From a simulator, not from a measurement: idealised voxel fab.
This is a process module. Its name is voxel ribs on slabs.
Section shown: cut. Width: 250 nm. Cell size: 5 nm, square.
Cross-sections here: square-cell grids, written as top-down lists of bands, a band being one or more rows of cells. A band entry consists of two parts. The first gives the height of the band's top and the height of its bottom, in nm. The rest lists the band's materials from left to right, each with its width in nm. A single material labelled with the word "everywhere" fills the band from edge to edge, and the word "empty" marks empty space. All heights in this document are referenced to 0, defined as the level beneath which the wafer, as received, consists entirely of one material. The lowest band is not bounded below; it extends indefinitely downward and is written in the form "from 0 down". Read "30 to 40" as a graded width: first number on top, second number at the bottom, same change between each pair of neighbouring rows. Any step labelled "no alterations made" changed none of the cells in the cross-section. What "Catalogued sealed voids" gives you is every empty space of 8 cells or more that is cut off from the top. Each appears as width x height at distance, with the distance taken from the left edge and width, height and distance all in nm. On a step's line, text after the settings is the simulator commenting on that step. Among the settings permitted on a step's line is "overlay nm"; applied to a step with a mask, it specifies the extent to which the mask lay to the right of its planned position, whereas a negative figure signifies a position to the left.

The following list gives the planned process steps
1,RECEIVE,material Si
2,DIRECTIONAL_DEP,material SiO2,thk nm 20
3,DIRECTIONAL_DEP,material polySi,thk nm 25
4,MASKED_ETCH,tone cover,mask id RIB,width nm 20,etch materials polySi,depth nm 10,overlay nm 0
5,PATTERN,tone cover,mask id SLAB,material resist,width nm 70,thk nm 15,overlay nm 0
6,DIRECTIONAL_ETCH,etch materials polySi,depth nm 15
7,STRIP,etch materials resist
8,FILL_DEP,material SiO2,thk nm 20
9,CMP,height nm 55
10,DIRECTIONAL_DEP,material W,thk nm 5
11,DIRECTIONAL_DEP,material aC,thk nm 10
12,PATTERN,tone cover,mask id HEATER,material resist,width nm 30,thk nm 25,overlay nm 0
13,DIRECTIONAL_ETCH,etch materials aC,depth nm 10
14,STRIP,etch materials resist
15,DIRECTIONAL_ETCH,etch materials W,depth nm 5
16,STRIP,etch materials aC
17,CONFORMAL_DEP,material SiN,thk nm 5

Received-state cross-section, reflecting completion of step 1
* from 0 down: Si everywhere
* Catalogued sealed voids: none

Below is the wafer in cross-section after the module was completed. It began from the starting point shown above and followed the plan shown above, except that one mistake was made while running it
* from 65 to 60: empty 105; SiN 40; empty 105
* from 60 to 55: SiN 110; W 30; SiN 110
* from 55 to 45: W everywhere
* from 45 to 35: W 115; polySi 20; W 115
* from 35 to 20: W 90; polySi 70; W 90
* from 20 to 0: SiO2 everywhere
* from 0 down: Si everywhere
* Catalogued sealed voids: none
Nonconformance to the process plan: rather than as planned, step 8 actually ran as FILL_DEP,material W,thk nm 20
